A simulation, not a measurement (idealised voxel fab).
The name of this process module is voxel self aligned vias.
Pictured: cross-section cut, 180 nm wide, on a grid of 5 nm square cells.
Cross-section format: a grid of square cells, given as bands from top to bottom; each band is one or more rows of cells. Heads up on the band format: heights come first, top then bottom, in nm. After that it's the materials left to right, each with its width in nm. A single material flagged "full width" fills the whole band edge to edge, and "blank" means there's empty space there. The level at which height equals 0 is the one under which the wafer, as it arrives, is entirely one material. No lower edge exists for the bottom band, which continues downward and is notated as in "0..down". Width "30 to 40": first value at the band's top row of cells, second value at its bottom row, equal change from row to row. You'll sometimes find "nothing altered" written for a step, and that's the way of saying that nowhere in the cross-section did a cell change during that step. "closed voids" contains a list of empty spaces, each no smaller than 8 cells and without an open way to the top, written in the form width x height at distance with the distance from the left edge and all three in nm. On a step's line, text after the settings is the simulator commenting on that step. If you see "overlay nm" on a step's line and that step has a mask, it's telling you how far right of where it was planned the mask ended up; a negative number means it went left instead.
## Process steps foreseen in the plan
1: RECEIVE [material Si]
2: CONFORMAL_DEP [material SiO2] [thk nm 10]
3: CONFORMAL_DEP [material SiCN] [thk nm 5]
4: DIRECTIONAL_DEP [material SiO2] [thk nm 25]
5: PATTERN [tone open] [mask id LINES] [material resist] [width nm 30] [pitch nm 55] [thk nm 20] [overlay nm 0]
6: DIRECTIONAL_ETCH [etch materials SiO2] [depth nm 25]
7: STRIP [etch materials resist]
8: CONFORMAL_DEP [material TiN] [thk nm 5]
9: FILL_DEP [material W] [thk nm 10]
10: CMP [height nm 40]
11: SELECTIVE_ETCH [etch materials W Ru TiN] [depth nm 10]
12: FILL_DEP [material SiN] [thk nm 5]
13: CMP [height nm 40]
14: DIRECTIONAL_DEP [material SiO2] [thk nm 20]
15: PATTERN [tone open] [mask id VIAS] [material resist] [width nm 40] [pitch nm 55] [thk nm 20] [overlay nm 0]
16: DIRECTIONAL_ETCH [etch materials SiO2] [depth nm 20]
17: DIRECTIONAL_ETCH [etch materials SiN] [depth nm 10]
18: STRIP [etch materials resist]
19: CONFORMAL_DEP [material TiN] [thk nm 5]
20: FILL_DEP [material Cu] [thk nm 5]
21: CMP [height nm 60]
22: CONFORMAL_DEP [material SiN] [thk nm 5]
## Wafer as received: cross-section following step 1
* 0..down | Si full width
* closed voids: none
## Cross-section at module end, one run error; start and plan unchanged from above
* 65..60 | W full width
* 60..45 | 40 SiO2; 5 TiN; 30 Cu; 5 TiN; 15 SiO2; 5 TiN; 30 Cu; 5 TiN; 45 SiO2
* 45..35 | 40 to 45 SiO2; 10 to 5 TiN; 20 Cu; 10 to 5 TiN; 15 to 25 SiO2; 10 to 5 TiN; 20 Cu; 10 to 5 TiN; 45 to 50 SiO2
* 35..30 | 45 SiO2; 30 TiN; 25 SiO2; 30 TiN; 50 SiO2
* 30..20 | 45 SiO2; 5 TiN; 20 W; 5 TiN; 25 SiO2; 5 TiN; 20 W; 5 TiN; 50 SiO2
* 20..15 | 45 SiO2; 30 TiN; 25 SiO2; 30 TiN; 50 SiO2
* 15..10 | SiCN full width
* 10..0 | SiO2 full width
* 0..down | Si full width
* closed voids: none
Deviation noted in wafer processing: step 22, actual vs plan mismatch, actual run CONFORMAL_DEP [material W] [thk nm 5]
